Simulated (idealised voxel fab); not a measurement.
This is a process module. Its name is voxel released beams.
Cross-section cut: width 300 nm, square cells of 5 nm.
Cross-section spec: square-cell grid; bands listed top down; each band is one or more rows. Quick guide to a band line: top height, bottom height (nm) up front; then every material left to right with its width in nm. Only one material and it's marked "everywhere"? Then it fills the band edge to edge. And "empty" just means empty space. Height is counted from the level 0, under which the received wafer is composed throughout of one material. The lowest of the bands is not closed at the bottom but continues downward, in the notation "top 0, no bottom". Note: "30 to 40" means the width goes from the first number (top row of the band) to the second number (bottom row) in equal steps per row of cells. Any step labelled "stayed the same" changed none of the cells in the cross-section. Empty spaces without an open route to the top, at least 8 cells in extent, make up the entry "Closed void table"; each is given as width x height at distance, where the distance is measured from the left edge, and all are in nm. Post-settings text on a step line: simulator's own remark regarding the step. "overlay nm", when on a step's line for a step with a mask, measures how far to the right of its planned place the mask lay; a negative measure means to the left.

**Steps planned for the process**
1. RECEIVE, material Si
2. CONFORMAL_DEP, material SiN, thk nm 5
3. DIRECTIONAL_DEP, material SiO2, thk nm 10
4. DIRECTIONAL_DEP, material aC, thk nm 10
5. PATTERN, tone open, mask id ANCHOR, material resist, width nm 40, thk nm 25, overlay nm 0
6. DIRECTIONAL_ETCH, etch materials aC, depth nm 10
7. STRIP, etch materials resist
8. DIRECTIONAL_ETCH, etch materials SiO2, depth nm 10
9. STRIP, etch materials aC
10. CONFORMAL_DEP, material W, thk nm 15
11. DIRECTIONAL_DEP, material aC, thk nm 15
12. PATTERN, tone cover, mask id BEAM, material resist, width nm 90, thk nm 30, overlay nm 0
13. DIRECTIONAL_ETCH, etch materials aC, depth nm 15
14. STRIP, etch materials resist
15. DIRECTIONAL_ETCH, etch materials W, depth nm 15
16. STRIP, etch materials aC
17. STRIP, etch materials SiO2

**The cross-section here shows the wafer as received, i.e. in its state after step 1**
    top 0, no bottom  Si everywhere
    Closed void table: none

**Figure: cross-sectional view of the wafer upon completion of the module, processed from the initial state and according to the plan depicted above, with one error introduced during execution**
    top 45, bottom 30  empty=100 | W=90 | empty=110
    top 30, bottom 15  W everywhere
    top 15, bottom 5  SiO2=105 | W=40 | SiO2=155
    top 5, bottom 0  SiN everywhere
    top 0, no bottom  Si everywhere
    Closed void table: none
What went wrong in running the wafer? step 10 in the plan was executed twice
